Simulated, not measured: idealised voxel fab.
Title: Process Module voxel tone inversion
Cross-sectional view cut (width: 140 nm; square cell size: 5 nm).
When this document writes out a cross-section, it uses a grid of square cells and lists it as bands, beginning at the top and moving down, with a band standing for one or more rows of cells.
Each band's line starts with the height of the band's top and of its bottom, in nm. Then come its materials from left to right, each with its width in nm. One material with "throughout" fills the band from edge to edge. "air" is empty space.
Height datum 0, below which the as-received substrate wafer is one material. Lowest band open at the bottom, running downward: "from 0 down".
Graded width ("30..40"): value in top row of band = first number; value in bottom row = second number; row-to-row change constant.
Take "remained unchanged" at face value: in the step it is given for, the cross-section changed in none of its cells.
In the "Tabulated closed voids" entry, you get each enclosed empty space of 8 cells or more, one with no open way to the top, written width x height at distance, distance from the left edge, in nm.
On each step's line, the part that comes after the settings is the simulator's own comment on the step.
overlay nm: how far to the right of its planned place the mask lay on this masked step (negative: to the left).

### Here's what the planned process steps look like
step 1: RECEIVE, material Si
step 2: CONFORMAL_DEP, material SiCN, thk nm 5
step 3: DIRECTIONAL_DEP, material aC, thk nm 20
step 4: PATTERN, tone cover, mask id POSTS, material resist, width nm 25, pitch nm 40, thk nm 25, overlay nm 0
step 5: DIRECTIONAL_ETCH, etch materials aC, depth nm 20
step 6: STRIP, etch materials resist
step 7: FILL_DEP, material lowk, thk nm 10
step 8: CMP, height nm 25
step 9: STRIP, etch materials aC

### The first of two wafers, run as planned

### Cross-section: wafer on arrival = after step 1
> from 0 down | Si throughout
> Tabulated closed voids: none

### Cross-sectional representation of the wafer at the conclusion of step 2
> from 5 to 0 | SiCN throughout
> Everything under 0 stays put, no change at all.

### Cross-sectional representation of the wafer at the conclusion of step 3
> from 25 to 5 | aC throughout
> Everything under 5 stays put, no change at all.

### Cross-sectional representation of the wafer at the conclusion of step 4
> from 50 to 25 | 15 nm air | 25 nm resist | 15 nm air | 25 nm resist | 15 nm air | 25 nm resist | 20 nm air
> Everything under 25 stays put, no change at all.

### Cross-sectional representation of the wafer at the conclusion of step 5
> from 30 to 25 | 15 nm air | 25 nm resist | 15 nm air | 25 nm resist | 15 nm air | 25 nm resist | 20 nm air
> from 25 to 5 | 15 nm air | 25 nm aC | 15 nm air | 25 nm aC | 15 nm air | 25 nm aC | 20 nm air
> Everything under 5 stays put, no change at all.

### Cross-sectional representation of the wafer at the conclusion of step 6
> from 25 to 5 | 15 nm air | 25 nm aC | 15 nm air | 25 nm aC | 15 nm air | 25 nm aC | 20 nm air
> Everything under 5 stays put, no change at all.

### Cross-sectional representation of the wafer at the conclusion of step 7
> from 35 to 25 | lowk throughout
> from 25 to 5 | 15 nm lowk | 25 nm aC | 15 nm lowk | 25 nm aC | 15 nm lowk | 25 nm aC | 20 nm lowk
> Everything under 5 stays put, no change at all.

### Cross-sectional representation of the wafer at the conclusion of step 8
> from 25 to 5 | 15 nm lowk | 25 nm aC | 15 nm lowk | 25 nm aC | 15 nm lowk | 25 nm aC | 20 nm lowk
> Everything under 5 stays put, no change at all.

### Cross-sectional representation of the wafer at the conclusion of step 9
> from 25 to 5 | 15 nm lowk | 25 nm air | 15 nm lowk | 25 nm air | 15 nm lowk | 25 nm air | 20 nm lowk
> Everything under 5 stays put, no change at all.

### It is to be noted that the second wafer proceeded from the same initial state and according to the same plan as the first, although one mistake was committed in its execution; through step 5, inclusive, the two wafers share an identical history

### Cross-section of the second wafer at the time step 6 of the plan should have ended
> from 25 to 5 | 15 nm air | 25 nm aC | 15 nm air | 25 nm aC | 15 nm air | 25 nm aC | 20 nm air
> Everything under 5 stays put, no change at all.

### Cross-section of the second wafer at the time step 7 of the plan should have ended
> from 35 to 25 | lowk throughout
> from 25 to 5 | 15 nm lowk | 25 nm aC | 15 nm lowk | 25 nm aC | 15 nm lowk | 25 nm aC | 20 nm lowk
> Everything under 5 stays put, no change at all.

### Cross-section of the second wafer at the time step 8 of the plan should have ended
> from 25 to 5 | 15 nm lowk | 25 nm aC | 15 nm lowk | 25 nm aC | 15 nm lowk | 25 nm aC | 20 nm lowk
> Everything under 5 stays put, no change at all.

### Cross-section of the second wafer at the time step 9 of the plan should have ended
> from 25 to 5 | 15 nm lowk | 25 nm air | 15 nm lowk | 25 nm air | 15 nm lowk | 25 nm air | 20 nm lowk
> Everything under 5 stays put, no change at all.
Short version of what went wrong: regarding the plan, step 6 was run twice
Final cross-sections of the two wafers are identical, so the mistake has no effect on what this model computes.
